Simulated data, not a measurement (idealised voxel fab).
voxel transistor to metal: a process module
It is cross-section cut that appears here, measuring 205 nm in width, its square cells being 5 nm in size.
Notation: cross-section as square-cell grid; stated in bands, top first, going down; one or more cell rows per band. Top, bottom (nm), then materials left to right with widths (nm); lone material tagged "all across" fills the whole band edge to edge; "air" = empty space. The level at which height equals 0 is the one under which the wafer, as it arrives, is entirely one material. No lower edge exists for the bottom band, which continues downward and is notated as in "0 down". With a width like "30..40", each row of cells in the band differs from the next by the same amount, the top row carrying the first number and the bottom row the second. "nothing different" means the step left every cell of the cross-section as it was. If an empty space has no open way to the top and is at least 8 cells in size, "Encapsulated voids" lists it, written width x height at distance, where distance is measured from the left edge and every value is in nm. after a step's settings: what the simulator itself notes on the step. "overlay nm" denotes, for a step that has a mask, the displacement of the mask to the right of its planned place, with negative values corresponding to the left.

The steps planned for the process are as follows:
- 1: RECEIVE, material Si
- 2: CONFORMAL_DEP, material SiO2, thk nm 5
- 3: CONFORMAL_DEP, material SiN, thk nm 15
- 4: DIRECTIONAL_DEP, material aC, thk nm 15
- 5: PATTERN, tone cover, mask id ACTIVE, material resist, width nm 95, thk nm 30, overlay nm 0
- 6: DIRECTIONAL_ETCH, etch materials aC, depth nm 15
- 7: STRIP, etch materials resist
- 8: DIRECTIONAL_ETCH, etch materials SiN, depth nm 15
- 9: DIRECTIONAL_ETCH, etch materials SiO2, depth nm 5
- 10: DIRECTIONAL_ETCH, etch materials Si, depth nm 35
- 11: STRIP, etch materials aC
- 12: FILL_DEP, material SiO2, thk nm 15
- 13: CMP, height nm 20
- 14: SELECTIVE_ETCH, etch materials SiO2, depth nm 15
- 15: STRIP, etch materials SiN
- 16: SELECTIVE_ETCH, etch materials SiO2, depth nm 5
- 17: OXIDIZE, depth nm 5
- 18: DIRECTIONAL_DEP, material polySi, thk nm 20
- 19: DIRECTIONAL_DEP, material SiCN, thk nm 10
- 20: MASKED_ETCH, tone cover, mask id GATE, width nm 25, etch materials SiCN, depth nm 20, overlay nm 0
- 21: MASKED_ETCH, tone cover, mask id GATE, width nm 25, etch materials polySi, depth nm 30, overlay nm 0
- 22: CONFORMAL_DEP, material SiO2, thk nm 5
- 23: DIRECTIONAL_ETCH, etch materials SiO2, depth nm 5
- 24: CONFORMAL_DEP, material SiN, thk nm 10
- 25: DIRECTIONAL_ETCH, etch materials SiN, depth nm 10
- 26: DIRECTIONAL_ETCH, etch materials SiO2, depth nm 5
- 27: DIRECTIONAL_ETCH, etch materials Si, depth nm 15
- 28: EPI, material nSi, thk nm 15
- 29: FILL_DEP, material SiO2, thk nm 5
- 30: CMP, height nm 30
- 31: DIRECTIONAL_DEP, material SiO2, thk nm 15
- 32: PATTERN, tone open, mask id CONTACT, material resist, width nm 25, pitch nm 60, thk nm 20, overlay nm 0
- 33: DIRECTIONAL_ETCH, etch materials SiO2, depth nm 35
- 34: STRIP, etch materials resist
- 35: CONFORMAL_DEP, material TiN, thk nm 5
- 36: FILL_DEP, material Ru, thk nm 5
- 37: CMP, height nm 45
- 38: DIRECTIONAL_DEP, material TiN, thk nm 5
- 39: DIRECTIONAL_DEP, material Ru, thk nm 20
- 40: PATTERN, tone cover, mask id METAL_1, material resist, width nm 15, pitch nm 70, thk nm 20, overlay nm 0
- 41: DIRECTIONAL_ETCH, etch materials Ru, depth nm 20
- 42: DIRECTIONAL_ETCH, etch materials TiN, depth nm 5
- 43: STRIP, etch materials resist
- 44: CONFORMAL_DEP, material SiN, thk nm 5
- 45: FILL_DEP, material SiO2, thk nm 5
- 46: CMP, height nm 70
- 47: CONFORMAL_DEP, material SiN, thk nm 5
All wafers enter the flow in the same state. The width nm at step 5 differs from wafer to wafer, and the plan gives the value for the first wafer.

Cross-section of the first incoming wafer of several, state after step 1:
    0 down  Si all across
    Encapsulated voids: none

Below is a per-wafer table. In it, each row describes the wafer at the end of the module by giving, for each material, the number of cells gained (+) or lost (-) since the wafer was received, and after that the closed voids of the wafer:
width nm 95 | +44 Ru | -197 Si | +10 SiCN | +116 SiN | +540 SiO2 | +40 TiN | +42 nSi | +20 polySi | Encapsulated voids: none
width nm 100 | +44 Ru | -194 Si | +10 SiCN | +116 SiN | +534 SiO2 | +40 TiN | +45 nSi | +20 polySi | Encapsulated voids: none
width nm 105 | +44 Ru | -191 Si | +10 SiCN | +116 SiN | +528 SiO2 | +40 TiN | +48 nSi | +20 polySi | Encapsulated voids: none
width nm 110 | +44 Ru | -188 Si | +10 SiCN | +116 SiN | +522 SiO2 | +40 TiN | +51 nSi | +20 polySi | Encapsulated voids: none
width nm 115 | +44 Ru | -185 Si | +10 SiCN | +116 SiN | +516 SiO2 | +40 TiN | +54 nSi | +20 polySi | Encapsulated voids: none
width nm 120 | +44 Ru | -182 Si | +10 SiCN | +116 SiN | +510 SiO2 | +40 TiN | +57 nSi | +20 polySi | Encapsulated voids: none
